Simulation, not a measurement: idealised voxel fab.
The following process module bears the name voxel transistor to metal.
It is cross-section cut that appears here, measuring 140 nm in width, its square cells being 5 nm in size.
Cross-section format: a grid of square cells, given as bands from top to bottom; each band is one or more rows of cells.
Within each band entry, the heights of the top and of the bottom of the band appear first, in that order and in nm; the materials of the band then follow from left to right, each with its corresponding width in nm. The designation "all across" on a single material indicates that it fills the band from edge to edge; the designation "air" indicates empty space.
Heights are reckoned from 0. Under this level, the received wafer is all of one material. The bottommost band is open-ended downward, for example "from 0 down".
Note: "30..40" means the width goes from the first number (top row of the band) to the second number (bottom row) in equal steps per row of cells.
Step marked "nothing different"? Then no cell in the cross-section changed in it.
The list in "Cavities, closed" covers empty spaces of 8 cells or more that cannot reach the top through any open way, and it gives each as width x height at distance; the distance is from the left edge, and width, height and distance are in nm.
Heads up: the bit after the settings on a step's line is the simulator's remark on that step.
overlay nm: where the mask lay relative to plan, measured to the right, on steps with a mask; negatives go left.
Read the rest as pairs. Take the cross-section before one process step, then the cross-section after it, which shows only down to the lowest band that changed. Under the pair, find the step between them and its settings. Bear in mind that pairs may come from different runs of this module on the same starting wafer: link a pair to the pair above it only where its entry headed "Pre-step section" says to.
Pre-step section:
    from 0 to -5 = SiO2: 10, then air: 115, then SiO2: 15
    from -5 to -10 = SiO2 all across
    from -10 to -40 = SiO2: 20, then Si: 95, then SiO2: 25
    from -40 down = Si all across
    Cavities, closed: none
Section After Processing:
    from 15 to 10 = SiCN: 10, then air: 115, then SiCN: 15
    from 10 to 0 = SiCN all across
    from 0 to -5 = SiO2: 10, then SiCN: 115, then SiO2: 15
    Whatever lies below -5 is exactly as it was before.
    Cavities, closed: none
What process step lies between the two cross-sections above? DIRECTIONAL_DEP | material SiCN | thk nm 15
Pre-step section: The initial state for this step is given by the after cross-section of the immediately preceding pair.
Section After Processing:
    from 25 to 20 = aC: 10, then air: 115, then aC: 15
    from 20 to 15 = aC all across
    from 15 to 10 = SiCN: 10, then aC: 115, then SiCN: 15
    Whatever lies below 10 is exactly as it was before.
    Cavities, closed: none
What process step lies between the two cross-sections above? DIRECTIONAL_DEP | material aC | thk nm 10
Pre-step section: The initial state for this step is given by the after cross-section of the immediately preceding pair.
Section After Processing:
    from 50 to 25 = air: 55, then resist: 25, then air: 60
    from 25 to 20 = aC: 10, then air: 45, then resist: 25, then air: 45, then aC: 15
    Whatever lies below 20 is exactly as it was before.
    Cavities, closed: none
What process step lies between the two cross-sections above? PATTERN | tone cover | mask id GATE | material resist | width nm 25 | thk nm 25 | overlay nm 0
Pre-step section: The initial state for this step is given by the after cross-section of the immediately preceding pair.
Section After Processing:
    from 40 to 20 = air: 55, then resist: 25, then air: 60
    from 20 to 15 = air: 55, then aC: 25, then air: 60
    from 15 to 10 = SiCN: 10, then air: 45, then aC: 25, then air: 45, then SiCN: 15
    Whatever lies below 10 is exactly as it was before.
    Cavities, closed: none
What process step lies between the two cross-sections above? DIRECTIONAL_ETCH | etch materials aC | depth nm 10
Pre-step section: The initial state for this step is given by the after cross-section of the immediately preceding pair.
Section After Processing:
    from 20 to 15 = air: 55, then aC: 25, then air: 60
    Whatever lies below 15 is exactly as it was before.
    Cavities, closed: none
What process step lies between the two cross-sections above? STRIP | etch materials resist
Pre-step section: The initial state for this step is given by the after cross-section of the immediately preceding pair.
Section After Processing:
    from 20 to 10 = air: 55, then aC: 25, then air: 60
    from 10 to 0 = air: 55, then SiCN: 25, then air: 60
    from 0 to -5 = SiO2: 10, then air: 45, then SiCN: 25, then air: 45, then SiO2: 15
    Whatever lies below -5 is exactly as it was before.
    Cavities, closed: none
What process step lies between the two cross-sections above? DIRECTIONAL_ETCH | etch materials SiCN | depth nm 25
Pre-step section: The initial state for this step is given by the after cross-section of the immediately preceding pair.
Section After Processing:
    from 10 to 0 = air: 55, then SiCN: 25, then air: 60
    Whatever lies below 0 is exactly as it was before.
    Cavities, closed: none
What process step lies between the two cross-sections above? STRIP | etch materials aC
Pre-step section: The initial state for this step is given by the after cross-section of the immediately preceding pair.
Section After Processing:
    from 15 to 10 = air: 50, then SiN: 35, then air: 55
    from 10 to 5 = air: 50, then SiN: 5, then SiCN: 25, then SiN: 5, then air: 55
    from 5 to 0 = SiN: 15, then air: 35, then SiN: 5, then SiCN: 25, then SiN: 5, then air: 35, then SiN: 20
    from 0 to -5 = SiO2: 10, then SiN: 45, then SiCN: 25, then SiN: 45, then SiO2: 15
    Whatever lies below -5 is exactly as it was before.
    Cavities, closed: none
What process step lies between the two cross-sections above? CONFORMAL_DEP | material SiN | thk nm 5
Pre-step section: The initial state for this step is given by the after cross-section of the immediately preceding pair.
Section After Processing:
    from 10 to 0 = air: 50, then SiN: 5, then SiCN: 25, then SiN: 5, then air: 55
    from 0 to -5 = SiO2: 10, then SiN: 5, then air: 35, then SiN: 5, then SiCN: 25, then SiN: 5, then air: 35, then SiN: 5, then SiO2: 15
    Whatever lies below -5 is exactly as it was before.
    Cavities, closed: none
What process step lies between the two cross-sections above? DIRECTIONAL_ETCH | etch materials SiN | depth nm 5
Pre-step section: The initial state for this step is given by the after cross-section of the immediately preceding pair.
Section After Processing:
    from 10 to 0 = air: 50, then SiN: 5, then SiCN: 25, then SiN: 5, then air: 55
    from 0 to -5 = air: 10, then SiN: 5, then air: 35, then SiN: 5, then SiCN: 25, then SiN: 5, then air: 35, then SiN: 5, then air: 15
    from -5 to -10 = SiO2: 15, then air: 35, then SiO2: 35, then air: 35, then SiO2: 20
    Whatever lies below -10 is exactly as it was before.
    Cavities, closed: none
What process step lies between the two cross-sections above? DIRECTIONAL_ETCH | etch materials SiO2 | depth nm 5
Pre-step section: The initial state for this step is given by the after cross-section of the immediately preceding pair.
Section After Processing:
    from 10 to 0 = air: 50, then SiN: 5, then SiCN: 25, then SiN: 5, then air: 55
    from 0 to -5 = air: 10, then SiN: 5, then air: 35, then SiN: 5, then SiCN: 25, then SiN: 5, then air: 35, then SiN: 5, then air: 15
    from -5 to -10 = SiO2: 15, then air: 35, then SiO2: 35, then air: 35, then SiO2: 20
    from -10 to -15 = SiO2: 20, then air: 30, then Si: 35, then air: 30, then SiO2: 25
    Whatever lies below -15 is exactly as it was before.
    Cavities, closed: none
What process step lies between the two cross-sections above? DIRECTIONAL_ETCH | etch materials Si | depth nm 5
Pre-step section: The initial state for this step is given by the after cross-section of the immediately preceding pair.
Section After Processing:
    from 10 to 0 = air: 50, then SiN: 5, then SiCN: 25, then SiN: 5, then air: 55
    from 0 to -5 = air: 10, then SiN: 5, then air: 25, then pSi: 10, then SiN: 5, then SiCN: 25, then SiN: 5, then pSi: 10, then air: 25, then SiN: 5, then air: 15
    from -5 to -10 = SiO2: 15, then pSi: 35, then SiO2: 35, then pSi: 35, then SiO2: 20
    from -10 to -15 = SiO2: 20, then pSi: 30, then Si: 35, then pSi: 30, then SiO2: 25
    Whatever lies below -15 is exactly as it was before.
    Cavities, closed: none
What process step lies between the two cross-sections above? EPI | material pSi | thk nm 10
Pre-step section: The initial state for this step is given by the after cross-section of the immediately preceding pair.
Section After Processing:
    from 20 to 10 = SiO2 all across
    from 10 to 0 = SiO2: 50, then SiN: 5, then SiCN: 25, then SiN: 5, then SiO2: 55
    from 0 to -5 = SiO2: 10, then SiN: 5, then SiO2: 25, then pSi: 10, then SiN: 5, then SiCN: 25, then SiN: 5, then pSi: 10, then SiO2: 25, then SiN: 5, then SiO2: 15
    Whatever lies below -5 is exactly as it was before.
    Cavities, closed: none
What process step lies between the two cross-sections above? FILL_DEP | material SiO2 | thk nm 10
Pre-step section: The initial state for this step is given by the after cross-section of the immediately preceding pair.
Section After Processing:
    from 15 to 10 = SiO2 all across
    Whatever lies below 10 is exactly as it was before.
    Cavities, closed: none
What process step lies between the two cross-sections above? CMP | height nm 15
Pre-step section: The initial state for this step is given by the after cross-section of the immediately preceding pair.
Section After Processing:
    from 10 to 0 = SiO2: 50, then SiN: 5, then SiCN: 25, then SiN: 5, then SiO2: 55
    Whatever lies below 0 is exactly as it was before.
    Cavities, closed: none
What process step lies between the two cross-sections above? SELECTIVE_ETCH | etch materials SiO2 | depth nm 5
Pre-step section: The initial state for this step is given by the after cross-section of the immediately preceding pair.
Section After Processing:
    from 15 to 10 = HfO2 all across
    Whatever lies below 10 is exactly as it was before.
    Cavities, closed: none
What process step lies between the two cross-sections above? CONFORMAL_DEP | material HfO2 | thk nm 5
Pre-step section: The initial state for this step is given by the after cross-section of the immediately preceding pair.
Section After Processing:
    from 20 to 15 = TiN all across
    Whatever lies below 15 is exactly as it was before.
    Cavities, closed: none
What process step lies between the two cross-sections above? CONFORMAL_DEP | material TiN | thk nm 5
Pre-step section: The initial state for this step is given by the after cross-section of the immediately preceding pair.
Section After Processing:
    from 25 to 20 = W all across
    Whatever lies below 20 is exactly as it was before.
    Cavities, closed: none
What process step lies between the two cross-sections above? FILL_DEP | material W | thk nm 5
Pre-step section: The initial state for this step is given by the after cross-section of the immediately preceding pair.
Section After Processing:
    from 10 to 0 = SiO2: 50, then SiN: 5, then SiCN: 25, then SiN: 5, then SiO2: 55
    Whatever lies below 0 is exactly as it was before.
    Cavities, closed: none
What process step lies between the two cross-sections above? CMP | height nm 10
Pre-step section: The initial state for this step is given by the after cross-section of the immediately preceding pair.
Section After Processing:
    from 20 to 10 = SiO2 all across
    Whatever lies below 10 is exactly as it was before.
    Cavities, closed: none
What process step lies between the two cross-sections above? DIRECTIONAL_DEP | material SiO2 | thk nm 10
Pre-step section: The initial state for this step is given by the after cross-section of the immediately preceding pair.
Section After Processing:
    from 35 to 20 = resist: 20, then air: 15, then resist: 65, then air: 15, then resist: 25
    Whatever lies below 20 is exactly as it was before.
    Cavities, closed: none
What process step lies between the two cross-sections above? PATTERN | tone open | mask id CONTACT | material resist | width nm 15 | pitch nm 80 | thk nm 15 | overlay nm 0
Pre-step section: The initial state for this step is given by the after cross-section of the immediately preceding pair.
Section After Processing:
    from 35 to 20 = resist: 20, then air: 15, then resist: 65, then air: 15, then resist: 25
    from 20 to 10 = SiO2: 20, then air: 15, then SiO2: 65, then air: 15, then SiO2: 25
    from 10 to 0 = SiO2: 20, then air: 15, then SiO2: 15, then SiN: 5, then SiCN: 25, then SiN: 5, then SiO2: 15, then air: 15, then SiO2: 25
    from 0 to -5 = SiO2: 10, then SiN: 5, then SiO2: 5, then air: 15, then SiO2: 5, then pSi: 10, then SiN: 5, then SiCN: 25, then SiN: 5, then pSi: 10, then SiO2: 5, then air: 15, then SiO2: 5, then SiN: 5, then SiO2: 15
    Whatever lies below -5 is exactly as it was before.
    Cavities, closed: none
What process step lies between the two cross-sections above? DIRECTIONAL_ETCH | etch materials SiO2 | depth nm 25
Pre-step section: The initial state for this step is given by the after cross-section of the immediately preceding pair.
Section After Processing:
    from 20 to 10 = SiO2: 20, then air: 15, then SiO2: 65, then air: 15, then SiO2: 25
    Whatever lies below 10 is exactly as it was before.
    Cavities, closed: none
What process step lies between the two cross-sections above? STRIP | etch materials resist
Pre-step section: The initial state for this step is given by the after cross-section of the immediately preceding pair.
Section After Processing:
    from 25 to 20 = TiN: 25, then air: 5, then TiN: 75, then air: 5, then TiN: 30
    from 20 to 10 = SiO2: 20, then TiN: 5, then air: 5, then TiN: 5, then SiO2: 65, then TiN: 5, then air: 5, then TiN: 5, then SiO2: 25
    from 10 to 0 = SiO2: 20, then TiN: 5, then air: 5, then TiN: 5, then SiO2: 15, then SiN: 5, then SiCN: 25, then SiN: 5, then SiO2: 15, then TiN: 5, then air: 5, then TiN: 5, then SiO2: 25
    from 0 to -5 = SiO2: 10, then SiN: 5, then SiO2: 5, then TiN: 15, then SiO2: 5, then pSi: 10, then SiN: 5, then SiCN: 25, then SiN: 5, then pSi: 10, then SiO2: 5, then TiN: 15, then SiO2: 5, then SiN: 5, then SiO2: 15
    Whatever lies below -5 is exactly as it was before.
    Cavities, closed: none
What process step lies between the two cross-sections above? CONFORMAL_DEP | material TiN | thk nm 5
Pre-step section: The initial state for this step is given by the after cross-section of the immediately preceding pair.
Section After Processing:
    from 35 to 25 = Ru all across
    from 25 to 20 = TiN: 25, then Ru: 5, then TiN: 75, then Ru: 5, then TiN: 30
    from 20 to 10 = SiO2: 20, then TiN: 5, then Ru: 5, then TiN: 5, then SiO2: 65, then TiN: 5, then Ru: 5, then TiN: 5, then SiO2: 25
    from 10 to 0 = SiO2: 20, then TiN: 5, then Ru: 5, then TiN: 5, then SiO2: 15, then SiN: 5, then SiCN: 25, then SiN: 5, then SiO2: 15, then TiN: 5, then Ru: 5, then TiN: 5, then SiO2: 25
    Whatever lies below 0 is exactly as it was before.
    Cavities, closed: none
What process step lies between the two cross-sections above? FILL_DEP | material Ru | thk nm 10
Pre-step section: The initial state for this step is given by the after cross-section of the immediately preceding pair.
Section After Processing:
    from 20 to 10 = SiO2: 20, then TiN: 5, then Ru: 5, then TiN: 5, then SiO2: 65, then TiN: 5, then Ru: 5, then TiN: 5, then SiO2: 25
    Whatever lies below 10 is exactly as it was before.
    Cavities, closed: none
What process step lies between the two cross-sections above? CMP | height nm 20
Pre-step section: The initial state for this step is given by the after cross-section of the immediately preceding pair.
Section After Processing:
    from 25 to 20 = SiCN all across
    Whatever lies below 20 is exactly as it was before.
    Cavities, closed: none
What process step lies between the two cross-sections above? CONFORMAL_DEP | material SiCN | thk nm 5
Pre-step section: The initial state for this step is given by the after cross-section of the immediately preceding pair.
Section After Processing:
    from 45 to 25 = lowk all across
    Whatever lies below 25 is exactly as it was before.
    Cavities, closed: none
What process step lies between the two cross-sections above? DIRECTIONAL_DEP | material lowk | thk nm 20
Pre-step section: The initial state for this step is given by the after cross-section of the immediately preceding pair.
Section After Processing:
    from 60 to 45 = aC all across
    Whatever lies below 45 is exactly as it was before.
    Cavities, closed: none
What process step lies between the two cross-sections above? DIRECTIONAL_DEP | material aC | thk nm 15
Pre-step section: The initial state for this step is given by the after cross-section of the immediately preceding pair.
Section After Processing:
    from 90 to 60 = resist: 20, then air: 15, then resist: 65, then air: 15, then resist: 25
    Whatever lies below 60 is exactly as it was before.
    Cavities, closed: none
What process step lies between the two cross-sections above? PATTERN | tone open | mask id METAL_1 | material resist | width nm 15 | pitch nm 80 | thk nm 30 | overlay nm 0
Pre-step section: The initial state for this step is given by the after cross-section of the immediately preceding pair.
Section After Processing:
    from 75 to 60 = resist: 20, then air: 15, then resist: 65, then air: 15, then resist: 25
    from 60 to 45 = aC: 20, then air: 15, then aC: 65, then air: 15, then aC: 25
    Whatever lies below 45 is exactly as it was before.
    Cavities, closed: none
What process step lies between the two cross-sections above? DIRECTIONAL_ETCH | etch materials aC | depth nm 15
Pre-step section: The initial state for this step is given by the after cross-section of the immediately preceding pair.
Section After Processing:
    from 60 to 45 = aC: 20, then air: 15, then aC: 65, then air: 15, then aC: 25
    Whatever lies below 45 is exactly as it was before.
    Cavities, closed: none
What process step lies between the two cross-sections above? STRIP | etch materials resist
Pre-step section: The initial state for this step is given by the after cross-section of the immediately preceding pair.
Section After Processing:
    from 60 to 45 = aC: 20, then air: 15, then aC: 65, then air: 15, then aC: 25
    from 45 to 25 = lowk: 20, then air: 15, then lowk: 65, then air: 15, then lowk: 25
    Whatever lies below 25 is exactly as it was before.
    Cavities, closed: none
What process step lies between the two cross-sections above? DIRECTIONAL_ETCH | etch materials lowk | depth nm 20
Pre-step section: The initial state for this step is given by the after cross-section of the immediately preceding pair.
Section After Processing:
    from 60 to 45 = aC: 20, then air: 15, then aC: 65, then air: 15, then aC: 25
    from 45 to 25 = lowk: 20, then air: 15, then lowk: 65, then air: 15, then lowk: 25
    from 25 to 20 = SiCN: 20, then air: 15, then SiCN: 65, then air: 15, then SiCN: 25
    Whatever lies below 20 is exactly as it was before.
    Cavities, closed: none
What process step lies between the two cross-sections above? DIRECTIONAL_ETCH | etch materials SiCN | depth nm 5
Pre-step section: The initial state for this step is given by the after cross-section of the immediately preceding pair.
Section After Processing:
    from 45 to 25 = lowk: 20, then air: 15, then lowk: 65, then air: 15, then lowk: 25
    Whatever lies below 25 is exactly as it was before.
    Cavities, closed: none
What process step lies between the two cross-sections above? STRIP | etch materials aC
Pre-step section: The initial state for this step is given by the after cross-section of the immediately preceding pair.
Section After Processing:
    from 50 to 45 = TiN: 25, then air: 5, then TiN: 75, then air: 5, then TiN: 30
    from 45 to 25 = lowk: 20, then TiN: 5, then air: 5, then TiN: 5, then lowk: 65, then TiN: 5, then air: 5, then TiN: 5, then lowk: 25
    from 25 to 20 = SiCN: 20, then TiN: 15, then SiCN: 65, then TiN: 15, then SiCN: 25
    Whatever lies below 20 is exactly as it was before.
    Cavities, closed: none
What process step lies between the two cross-sections above? CONFORMAL_DEP | material TiN | thk nm 5
Pre-step section: The initial state for this step is given by the after cross-section of the immediately preceding pair.
Section After Processing:
    from 55 to 50 = Cu all across
    from 50 to 45 = TiN: 25, then Cu: 5, then TiN: 75, then Cu: 5, then TiN: 30
    from 45 to 25 = lowk: 20, then TiN: 5, then Cu: 5, then TiN: 5, then lowk: 65, then TiN: 5, then Cu: 5, then TiN: 5, then lowk: 25
    Whatever lies below 25 is exactly as it was before.
    Cavities, closed: none
What process step lies between the two cross-sections above? FILL_DEP | material Cu | thk nm 5
Pre-step section: The initial state for this step is given by the after cross-section of the immediately preceding pair.
Section After Processing:
    from 45 to 25 = lowk: 20, then TiN: 5, then Cu: 5, then TiN: 5, then lowk: 65, then TiN: 5, then Cu: 5, then TiN: 5, then lowk: 25
    Whatever lies below 25 is exactly as it was before.
    Cavities, closed: none
What process step lies between the two cross-sections above? CMP | height nm 45
Pre-step section: The initial state for this step is given by the after cross-section of the immediately preceding pair.
Section After Processing:
    from 50 to 45 = SiCN all across
    Whatever lies below 45 is exactly as it was before.
    Cavities, closed: none
What process step lies between the two cross-sections above? CONFORMAL_DEP | material SiCN | thk nm 5
Pre-step section: The initial state for this step is given by the after cross-section of the immediately preceding pair.
Section After Processing:
    from 85 to 50 = lowk all across
    Whatever lies below 50 is exactly as it was before.
    Cavities, closed: none
What process step lies between the two cross-sections above? DIRECTIONAL_DEP | material lowk | thk nm 35
Pre-step section: The initial state for this step is given by the after cross-section of the immediately preceding pair.
Section After Processing:
    from 100 to 85 = resist: 20, then air: 15, then resist: 65, then air: 15, then resist: 25
    Whatever lies below 85 is exactly as it was before.
    Cavities, closed: none
What process step lies between the two cross-sections above? PATTERN | tone open | mask id METAL_2 | material resist | width nm 15 | pitch nm 80 | thk nm 15 | overlay nm 0
Pre-step section: The initial state for this step is given by the after cross-section of the immediately preceding pair.
Section After Processing:
    from 100 to 85 = resist: 20, then air: 15, then resist: 65, then air: 15, then resist: 25
    from 85 to 65 = lowk: 20, then air: 15, then lowk: 65, then air: 15, then lowk: 25
    Whatever lies below 65 is exactly as it was before.
    Cavities, closed: none
What process step lies between the two cross-sections above? DIRECTIONAL_ETCH | etch materials lowk | depth nm 20
Pre-step section: The initial state for this step is given by the after cross-section of the immediately preceding pair.
Section After Processing:
    from 85 to 65 = lowk: 20, then air: 15, then lowk: 65, then air: 15, then lowk: 25
    Whatever lies below 65 is exactly as it was before.
    Cavities, closed: none
What process step lies between the two cross-sections above? STRIP | etch materials resist
Pre-step section: The initial state for this step is given by the after cross-section of the immediately preceding pair.
Section After Processing:
    from 85 to 50 = lowk: 20, then air: 15, then lowk: 65, then air: 15, then lowk: 25
    Whatever lies below 50 is exactly as it was before.
    Cavities, closed: none
What process step lies between the two cross-sections above? MASKED_ETCH | tone open | mask id METAL_2_HOLES | width nm 15 | pitch nm 80 | etch materials lowk | depth nm 15 | overlay nm 0
Pre-step section: The initial state for this step is given by the after cross-section of the immediately preceding pair.
Section After Processing:
    from 85 to 50 = lowk: 20, then air: 15, then lowk: 65, then air: 15, then lowk: 25
    from 50 to 45 = SiCN: 20, then air: 15, then SiCN: 65, then air: 15, then SiCN: 25
    Whatever lies below 45 is exactly as it was before.
    Cavities, closed: none
What process step lies between the two cross-sections above? MASKED_ETCH | tone open | mask id METAL_2_HOLES | width nm 15 | pitch nm 80 | etch materials SiCN | depth nm 5 | overlay nm 0
Pre-step section: The initial state for this step is given by the after cross-section of the immediately preceding pair.
Section After Processing:
    from 90 to 85 = TiN: 25, then air: 5, then TiN: 75, then air: 5, then TiN: 30
    from 85 to 50 = lowk: 20, then TiN: 5, then air: 5, then TiN: 5, then lowk: 65, then TiN: 5, then air: 5, then TiN: 5, then lowk: 25
    from 50 to 45 = SiCN: 20, then TiN: 15, then SiCN: 65, then TiN: 15, then SiCN: 25
    Whatever lies below 45 is exactly as it was before.
    Cavities, closed: none
What process step lies between the two cross-sections above? CONFORMAL_DEP | material TiN | thk nm 5
Pre-step section: The initial state for this step is given by the after cross-section of the immediately preceding pair.
Section After Processing:
    from 100 to 90 = Ru all across
    from 90 to 85 = TiN: 25, then Ru: 5, then TiN: 75, then Ru: 5, then TiN: 30
    from 85 to 50 = lowk: 20, then TiN: 5, then Ru: 5, then TiN: 5, then lowk: 65, then TiN: 5, then Ru: 5, then TiN: 5, then lowk: 25
    Whatever lies below 50 is exactly as it was before.
    Cavities, closed: none
What process step lies between the two cross-sections above? FILL_DEP | material Ru | thk nm 10
Pre-step section: The initial state for this step is given by the after cross-section of the immediately preceding pair.
Section After Processing:
    from 85 to 50 = lowk: 20, then TiN: 5, then Ru: 5, then TiN: 5, then lowk: 65, then TiN: 5, then Ru: 5, then TiN: 5, then lowk: 25
    Whatever lies below 50 is exactly as it was before.
    Cavities, closed: none
What process step lies between the two cross-sections above? CMP | height nm 85
Pre-step section: The initial state for this step is given by the after cross-section of the immediately preceding pair.
Section After Processing:
    from 90 to 85 = SiCN all across
    Whatever lies below 85 is exactly as it was before.
    Cavities, closed: none
What process step lies between the two cross-sections above? CONFORMAL_DEP | material SiCN | thk nm 5
Pre-step section:
    from 10 to 0 = air: 15, then SiN: 105, then air: 20
    from 0 to -5 = air: 15, then SiO2: 105, then air: 20
    from -5 to -35 = air: 15, then Si: 105, then air: 20
    from -35 down = Si all across
    Cavities, closed: none
Section After Processing:
    from 10 to 0 = air: 15, then SiN: 105, then air: 20
    from 0 to -5 = air: 15, then SiO2: 105, then air: 20
    from -5 to -65 = air: 15, then Si: 105, then air: 20
    Whatever lies below -65 is exactly as it was before.
    Cavities, closed: none
What process step lies between the two cross-sections above? MASKED_ETCH | tone cover | mask id ACTIVE | width nm 105 | etch materials Si | depth nm 30 | overlay nm 0
Pre-step section: The initial state for this step is given by the after cross-section of the immediately preceding pair.
Section After Processing:
    from 10 to 0 = air: 15, then SiN: 105, then air: 20
    from 0 to -5 = air: 15, then SiO2: 105, then air: 20
    from -5 to -65 = air: 15, then SiO2: 5, then Si: 95, then SiO2: 5, then air: 20
    from -65 to -70 = SiO2: 20, then Si: 95, then SiO2: 25
    Whatever lies below -70 is exactly as it was before.
    Cavities, closed: none
What process step lies between the two cross-sections above? OXIDIZE | depth nm 5
Pre-step section: The initial state for this step is given by the after cross-section of the immediately preceding pair.
Section After Processing:
    from 25 to 10 = SiO2 all across
    from 10 to 0 = SiO2: 15, then SiN: 105, then SiO2: 20
    from 0 to -5 = SiO2 all across
    from -5 to -70 = SiO2: 20, then Si: 95, then SiO2: 25
    Whatever lies below -70 is exactly as it was before.
    Cavities, closed: none
What process step lies between the two cross-sections above? FILL_DEP | material SiO2 | thk nm 15
Pre-step section: The initial state for this step is given by the after cross-section of the immediately preceding pair.
Section After Processing:
    from 10 to 0 = SiO2: 15, then SiN: 105, then SiO2: 20
    Whatever lies below 0 is exactly as it was before.
    Cavities, closed: none
What process step lies between the two cross-sections above? CMP | height nm 10
Pre-step section: The initial state for this step is given by the after cross-section of the immediately preceding pair.
Section After Processing:
    from 10 to 5 = air: 15, then SiN: 105, then air: 20
    Whatever lies below 5 is exactly as it was before.
    Cavities, closed: none
What process step lies between the two cross-sections above? SELECTIVE_ETCH | etch materials SiO2 | depth nm 5
Pre-step section: The initial state for this step is given by the after cross-section of the immediately preceding pair.
Section After Processing:
    from 5 to 0 = SiO2: 15, then air: 105, then SiO2: 20
    Whatever lies below 0 is exactly as it was before.
    Cavities, closed: none
What process step lies between the two cross-sections above? STRIP | etch materials SiN
Pre-step section: The initial state for this step is given by the after cross-section of the immediately preceding pair.
Section After Processing:
    from 0 to -5 = SiO2: 10, then air: 115, then SiO2: 15
    Whatever lies below -5 is exactly as it was before.
    Cavities, closed: none
What process step lies between the two cross-sections above? SELECTIVE_ETCH | etch materials SiO2 | depth nm 5
Pre-step section: The initial state for this step is given by the after cross-section of the immediately preceding pair.
Section After Processing:
    from 0 to -5 = SiO2: 10, then air: 115, then SiO2: 15
    from -5 to -10 = SiO2 all across
    Whatever lies below -10 is exactly as it was before.
    Cavities, closed: none
What process step lies between the two cross-sections above? OXIDIZE | depth nm 5
Pre-step section: The initial state for this step is given by the after cross-section of the immediately preceding pair.
Section After Processing:
    from 20 to 15 = polySi: 10, then air: 115, then polySi: 15
    from 15 to 0 = polySi all across
    from 0 to -5 = SiO2: 10, then polySi: 115, then SiO2: 15
    Whatever lies below -5 is exactly as it was before.
    Cavities, closed: none
What process step lies between the two cross-sections above? DIRECTIONAL_DEP | material polySi | thk nm 20
Pre-step section: The initial state for this step is given by the after cross-section of the immediately preceding pair.
Section After Processing:
    from 35 to 30 = SiCN: 10, then air: 115, then SiCN: 15
    from 30 to 20 = SiCN all across
    from 20 to 15 = polySi: 10, then SiCN: 115, then polySi: 15
    Whatever lies below 15 is exactly as it was before.
    Cavities, closed: none
What process step lies between the two cross-sections above? DIRECTIONAL_DEP | material SiCN | thk nm 15
Pre-step section: The initial state for this step is given by the after cross-section of the immediately preceding pair.
Section After Processing:
    from 45 to 40 = aC: 10, then air: 115, then aC: 15
    from 40 to 35 = aC all across
    from 35 to 30 = SiCN: 10, then aC: 115, then SiCN: 15
    Whatever lies below 30 is exactly as it was before.
    Cavities, closed: none
What process step lies between the two cross-sections above? DIRECTIONAL_DEP | material aC | thk nm 10
Pre-step section: The initial state for this step is given by the after cross-section of the immediately preceding pair.
Section After Processing:
    from 70 to 45 = air: 55, then resist: 25, then air: 60
    from 45 to 40 = aC: 10, then air: 45, then resist: 25, then air: 45, then aC: 15
    Whatever lies below 40 is exactly as it was before.
    Cavities, closed: none
What process step lies between the two cross-sections above? PATTERN | tone cover | mask id GATE | material resist | width nm 25 | thk nm 25 | overlay nm 0
Pre-step section: The initial state for this step is given by the after cross-section of the immediately preceding pair.
Section After Processing:
    from 60 to 40 = air: 55, then resist: 25, then air: 60
    from 40 to 35 = air: 55, then aC: 25, then air: 60
    from 35 to 30 = SiCN: 10, then air: 45, then aC: 25, then air: 45, then SiCN: 15
    Whatever lies below 30 is exactly as it was before.
    Cavities, closed: none
What process step lies between the two cross-sections above? DIRECTIONAL_ETCH | etch materials aC | depth nm 10
Pre-step section: The initial state for this step is given by the after cross-section of the immediately preceding pair.
Section After Processing:
    from 40 to 35 = air: 55, then aC: 25, then air: 60
    Whatever lies below 35 is exactly as it was before.
    Cavities, closed: none
What process step lies between the two cross-sections above? STRIP | etch materials resist
Pre-step section: The initial state for this step is given by the after cross-section of the immediately preceding pair.
Section After Processing:
    from 40 to 30 = air: 55, then aC: 25, then air: 60
    from 30 to 20 = air: 55, then SiCN: 25, then air: 60
    from 20 to 15 = polySi: 10, then air: 45, then SiCN: 25, then air: 45, then polySi: 15
    Whatever lies below 15 is exactly as it was before.
    Cavities, closed: none
What process step lies between the two cross-sections above? DIRECTIONAL_ETCH | etch materials SiCN | depth nm 25
Pre-step section: The initial state for this step is given by the after cross-section of the immediately preceding pair.
Section After Processing:
    from 40 to 30 = air: 55, then aC: 25, then air: 60
    from 30 to 15 = air: 55, then SiCN: 25, then air: 60
    from 15 to 0 = air: 55, then polySi: 25, then air: 60
    from 0 to -5 = SiO2: 10, then air: 45, then polySi: 25, then air: 45, then SiO2: 15
    Whatever lies below -5 is exactly as it was before.
    Cavities, closed: none
What process step lies between the two cross-sections above? DIRECTIONAL_ETCH | etch materials polySi | depth nm 30
Pre-step section: The initial state for this step is given by the after cross-section of the immediately preceding pair.
Section After Processing:
    from 30 to 15 = air: 55, then SiCN: 25, then air: 60
    Whatever lies below 15 is exactly as it was before.
    Cavities, closed: none
What process step lies between the two cross-sections above? STRIP | etch materials aC
Pre-step section: The initial state for this step is given by the after cross-section of the immediately preceding pair.
Section After Processing:
    from 35 to 30 = air: 50, then SiN: 35, then air: 55
    from 30 to 15 = air: 50, then SiN: 5, then SiCN: 25, then SiN: 5, then air: 55
    from 15 to 5 = air: 50, then SiN: 5, then polySi: 25, then SiN: 5, then air: 55
    from 5 to 0 = SiN: 15, then air: 35, then SiN: 5, then polySi: 25, then SiN: 5, then air: 35, then SiN: 20
    from 0 to -5 = SiO2: 10, then SiN: 45, then polySi: 25, then SiN: 45, then SiO2: 15
    Whatever lies below -5 is exactly as it was before.
    Cavities, closed: none
What process step lies between the two cross-sections above? CONFORMAL_DEP | material SiN | thk nm 5
Pre-step section: The initial state for this step is given by the after cross-section of the immediately preceding pair.
Section After Processing:
    from 30 to 15 = air: 50, then SiN: 5, then SiCN: 25, then SiN: 5, then air: 55
    from 15 to 0 = air: 50, then SiN: 5, then polySi: 25, then SiN: 5, then air: 55
    from 0 to -5 = SiO2: 10, then SiN: 5, then air: 35, then SiN: 5, then polySi: 25, then SiN: 5, then air: 35, then SiN: 5, then SiO2: 15
    Whatever lies below -5 is exactly as it was before.
    Cavities, closed: none
What process step lies between the two cross-sections above? DIRECTIONAL_ETCH | etch materials SiN | depth nm 5
Pre-step section: The initial state for this step is given by the after cross-section of the immediately preceding pair.
Section After Processing:
    from 30 to 15 = air: 50, then SiN: 5, then SiCN: 25, then SiN: 5, then air: 55
    from 15 to 0 = air: 50, then SiN: 5, then polySi: 25, then SiN: 5, then air: 55
    from 0 to -5 = air: 10, then SiN: 5, then air: 35, then SiN: 5, then polySi: 25, then SiN: 5, then air: 35, then SiN: 5, then air: 15
    from -5 to -10 = SiO2: 15, then air: 35, then SiO2: 35, then air: 35, then SiO2: 20
    Whatever lies below -10 is exactly as it was before.
    Cavities, closed: none
What process step lies between the two cross-sections above? DIRECTIONAL_ETCH | etch materials SiO2 | depth nm 5
